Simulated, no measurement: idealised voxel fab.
You're looking at the process module voxel gate over fins.
Section cut is 215 nm wide and gridded with 5 nm square cells.
Just so we're on the same page, the cross-sections are grids of square cells, and they're listed out in bands top to bottom, each band one or more rows deep. Basically the band line says how high the top is and how high the bottom is, in nm, and then what's in it from left to right, every material with its width in nm. Empty space shows up as "empty", and if a single material carries "everywhere" it runs the full band edge to edge. The level at which height equals 0 is the one under which the wafer, as it arrives, is entirely one material. No lower edge exists for the bottom band, which continues downward and is notated as in "z 0 and below". So if you see something like "30->40" for the width, read it as the top row of the band sitting at the first number and the bottom row at the second, with every row in between moving by the same amount as the last. Reading "remained the same" for a step: not a cell of the cross-section changed in it. Basically, "Completely enclosed voids" tells you about the enclosed voids: empty spaces with no open way to the top, 8 cells or bigger, each written width x height at distance, where distance is from the left edge, all in nm. What comes after the settings on a step's line is commentary from the simulator itself on that step. overlay nm: mask offset rightward from planned place, masked step; negative means leftward offset.
### Steps planned for the process
| 1 | RECEIVE (material Si) |
| 2 | CONFORMAL_DEP (material SiN; thk nm 5) |
| 3 | MASKED_ETCH (tone cover; mask id FINS; width nm 15; pitch nm 60; etch materials SiN; depth nm 5; overlay nm 0) |
| 4 | MASKED_ETCH (tone cover; mask id FINS; width nm 15; pitch nm 60; etch materials Si; depth nm 30; overlay nm 0) |
| 5 | FILL_DEP (material SiO2; thk nm 5) |
| 6 | CMP (height nm 5) |
| 7 | MASKED_ETCH (tone open; mask id RAIL; width nm 15; etch materials SiO2; depth nm 30; overlay nm 0) |
| 8 | CONFORMAL_DEP (material TiN; thk nm 5) |
| 9 | FILL_DEP (material W; thk nm 5) |
| 10 | CMP (height nm 5) |
| 11 | SELECTIVE_ETCH (etch materials W Ru TiN; depth nm 25) |
| 12 | FILL_DEP (material SiO2; thk nm 5) |
| 13 | CMP (height nm 5) |
| 14 | SELECTIVE_ETCH (etch materials SiO2; depth nm 15) |
| 15 | STRIP (etch materials SiN) |
| 16 | CONFORMAL_DEP (material HfO2; thk nm 5) |
| 17 | CONFORMAL_DEP (material TiN; thk nm 5) |
| 18 | CONFORMAL_DEP (material TiAl; thk nm 5) |
| 19 | CONFORMAL_DEP (material TiN; thk nm 5) |
| 20 | FILL_DEP (material W; thk nm 10) |
| 21 | CMP (height nm 25) |
| 22 | CONFORMAL_DEP (material SiN; thk nm 5) |
### Cross-section of the incoming wafer, state after step 1
- z 0 and below = Si everywhere
- Completely enclosed voids: none
### Cross-section, first of two wafers, end of module, run as planned
- z 30 to 25 = SiN everywhere
- z 25 to 20 = W everywhere
- z 20 to 15 = W 50, TiN 55, W 5, TiN 55, W 50
- z 15 to 10 = W 50, TiN 5, TiAl 45, TiN 5, W 5, TiN 5, TiAl 45, TiN 5, W 50
- z 10 to 5 = TiN 55, TiAl 5, TiN 35, TiAl 5, TiN 15, TiAl 5, TiN 35, TiAl 5, TiN 55
- z 5 to 0 = TiAl 60, TiN 5, HfO2 25, TiN 5, TiAl 25, TiN 5, HfO2 25, TiN 5, TiAl 60
- z 0 to -5 = TiN 65, HfO2 5, Si 15, HfO2 5, TiN 35, HfO2 5, Si 15, HfO2 5, TiN 65
- z -5 to -10 = HfO2 70, Si 15, HfO2 45, Si 15, HfO2 70
- z -10 to -20 = SiO2 70, Si 15, SiO2 45, Si 15, SiO2 70
- z -20 to -25 = SiO2 70, Si 15, SiO2 15, TiN 15, SiO2 15, Si 15, SiO2 70
- z -25 to -30 = SiO2 70, Si 15, SiO2 45, Si 15, SiO2 70
- z -30 and below = Si everywhere
- Completely enclosed voids: none
### Wafer two, end of module, cross-section. Same start, same plan as wafer one. One mistake in the run
- z 30 to 25 = SiN everywhere
- z 25 to 20 = W everywhere
- z 20 to 15 = W 50, TiN 55, W 5, TiN 55, W 50
- z 15 to 10 = W 50, TiN 5, TiAl 45, TiN 5, W 5, TiN 5, TiAl 45, TiN 5, W 50
- z 10 to 5 = W 50, TiN 5, TiAl 5, TiN 35, TiAl 5, TiN 5, W 5, TiN 5, TiAl 5, TiN 35, TiAl 5, TiN 5, W 50
- z 5 to 0 = W 50, TiN 5, TiAl 5, TiN 5, HfO2 25, TiN 5, TiAl 5, TiN 5, W 5, TiN 5, TiAl 5, TiN 5, HfO2 25, TiN 5, TiAl 5, TiN 5, W 50
- z 0 to -10 = W 50, TiN 5, TiAl 5, TiN 5, HfO2 5, Si 15, HfO2 5, TiN 5, TiAl 5, TiN 5, W 5, TiN 5, TiAl 5, TiN 5, HfO2 5, Si 15, HfO2 5, TiN 5, TiAl 5, TiN 5, W 50
- z -10 to -15 = TiN 55, TiAl 5, TiN 5, HfO2 5, Si 15, HfO2 5, TiN 5, TiAl 5, TiN 15, TiAl 5, TiN 5, HfO2 5, Si 15, HfO2 5, TiN 5, TiAl 5, TiN 55
- z -15 to -20 = TiAl 60, TiN 5, HfO2 5, Si 15, HfO2 5, TiN 5, TiAl 25, TiN 5, HfO2 5, Si 15, HfO2 5, TiN 5, TiAl 60
- z -20 to -25 = TiN 65, HfO2 5, Si 15, HfO2 5, TiN 35, HfO2 5, Si 15, HfO2 5, TiN 65
- z -25 to -30 = HfO2 70, Si 15, HfO2 45, Si 15, HfO2 70
- z -30 and below = Si everywhere
- Completely enclosed voids: none
So what did we get wrong on this run? step 5 ran as: FILL_DEP (material SiN; thk nm 5)
Final tally in cells, some materials are higher or lower on the second wafer than on the first: +16 HfO2; -145 SiO2; +16 TiAl; +29 TiN; +84 W
